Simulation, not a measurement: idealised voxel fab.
A process module follows: voxel capacitor over wiring.
In the cross-section labelled cut, the width is 265 nm and each square cell is 5 nm.
In what follows, cross-sections appear as grids of square cells, described through bands that run from the top down, where every band is one or more rows of cells.
The entry gives the band's vertical extent as a top height and a bottom height in nm, then its horizontal make-up as materials from left to right, each with a width in nm. "blank" stands for empty space; a single material marked "edge to edge" fills the band edge to edge.
Where do heights start? At 0: under that level the wafer as delivered is made of one material only. And the lowest band has no floor; it just carries on downward, as in "0 nm and below".
So if you see something like "30->40" for the width, read it as the top row of the band sitting at the first number and the bottom row at the second, with every row in between moving by the same amount as the last.
Step marked "nothing different"? Then no cell in the cross-section changed in it.
"Closed void list" means: voids of 8 cells or more that are shut off from the top with no open way through. Written width x height at distance, distance from the left edge, in nm.
after a step's settings: what the simulator itself notes on the step
If you see "overlay nm" on a step's line and that step has a mask, it's telling you how far right of where it was planned the mask ended up; a negative number means it went left instead.
The following list gives the planned process steps
1 RECEIVE: material Si
2 CONFORMAL_DEP: material SiO2, thk nm 15
3 CONFORMAL_DEP: material SiN, thk nm 5
4 DIRECTIONAL_DEP: material SiO2, thk nm 20
5 PATTERN: tone open, mask id METAL_1, material resist, width nm 30, pitch nm 80, thk nm 15, overlay nm 0
6 DIRECTIONAL_ETCH: etch materials SiO2, depth nm 20
7 DIRECTIONAL_ETCH: etch materials SiN, depth nm 5
8 STRIP: etch materials resist
9 CONFORMAL_DEP: material TiN, thk nm 5
10 FILL_DEP: material Ru, thk nm 5
11 CMP: height nm 40
12 EPI: material Ru, thk nm 5
13 FILL_DEP: material SiCN, thk nm 5
14 DIRECTIONAL_DEP: material SiO2, thk nm 20
15 MASKED_ETCH: tone open, mask id PLUG_1, width nm 15, etch materials SiO2, depth nm 20, overlay nm 0
16 MASKED_ETCH: tone open, mask id PLUG_1, width nm 15, etch materials SiCN, depth nm 5, overlay nm 0
17 EPI: material Ru, thk nm 10
18 EPI: material Ru, thk nm 10
19 EPI: material Ru, thk nm 5
20 DIRECTIONAL_DEP: material TiN, thk nm 10
21 DIRECTIONAL_DEP: material Al2O3, thk nm 5
22 DIRECTIONAL_DEP: material TiN, thk nm 10
23 DIRECTIONAL_DEP: material aC, thk nm 15
24 PATTERN: tone cover, mask id UPPER_PLATE, material resist, width nm 55, thk nm 30, overlay nm 0
25 DIRECTIONAL_ETCH: etch materials aC, depth nm 15
26 STRIP: etch materials resist
27 DIRECTIONAL_ETCH: etch materials TiN, depth nm 10
28 DIRECTIONAL_ETCH: etch materials Al2O3, depth nm 5
29 STRIP: etch materials aC
30 MASKED_ETCH: tone cover, mask id LOWER_PLATE, width nm 65, etch materials TiN, depth nm 10, overlay nm 0
31 FILL_DEP: material SiO2, thk nm 15
32 CMP: height nm 105
33 DIRECTIONAL_DEP: material aC, thk nm 10
34 PATTERN: tone open, mask id PLUG_2, material resist, width nm 15, thk nm 30, overlay nm 0
35 DIRECTIONAL_ETCH: etch materials aC, depth nm 10
36 STRIP: etch materials resist
37 DIRECTIONAL_ETCH: etch materials SiO2, depth nm 10
38 STRIP: etch materials aC
39 CONFORMAL_DEP: material TiN, thk nm 5
40 FILL_DEP: material Cu, thk nm 5
41 CMP: height nm 105
42 CONFORMAL_DEP: material SiCN, thk nm 5
Delivered wafer in cross-section: state after step 1
    0 nm and below | Si edge to edge
    Closed void list: none
Below is the wafer in cross-section after the module was completed. It began from the starting point shown above and followed the plan shown above, except that one mistake was made while running it
    110 nm to 105 nm | SiCN edge to edge
    105 nm to 100 nm | SiO2 100 nm  TiN 5 nm  Cu 5 nm  TiN 5 nm  SiO2 150 nm
    100 nm to 95 nm | SiO2 100 nm  TiN 15 nm  SiO2 150 nm
    95 nm to 85 nm | SiO2 95 nm  TiN 50 nm  SiO2 120 nm
    85 nm to 80 nm | SiO2 95 nm  Al2O3 50 nm  SiO2 120 nm
    80 nm to 70 nm | SiO2 85 nm  TiN 65 nm  SiO2 115 nm
    70 nm to 50 nm | SiO2 90 nm  Ru 15 nm  SiO2 160 nm
    50 nm to 45 nm | SiCN 90 nm  Ru 15 nm  SiCN 160 nm
    45 nm to 40 nm | SiCN 70 nm  Ru 40 nm  SiCN 40 nm  Ru 40 nm  SiCN 75 nm
    40 nm to 20 nm | SiO2 75 nm  TiN 5 nm  Ru 20 nm  TiN 5 nm  SiO2 50 nm  TiN 5 nm  Ru 20 nm  TiN 5 nm  SiO2 80 nm
    20 nm to 15 nm | SiN 75 nm  TiN 30 nm  SiN 50 nm  TiN 30 nm  SiN 80 nm
    15 nm to 0 nm | SiO2 edge to edge
    0 nm and below | Si edge to edge
    Closed void list: none
What broke from the plan during processing? step 24 did not happen as planned, as run it was PATTERN: tone cover, mask id UPPER_PLATE, material resist, width nm 50, thk nm 30, overlay nm 0
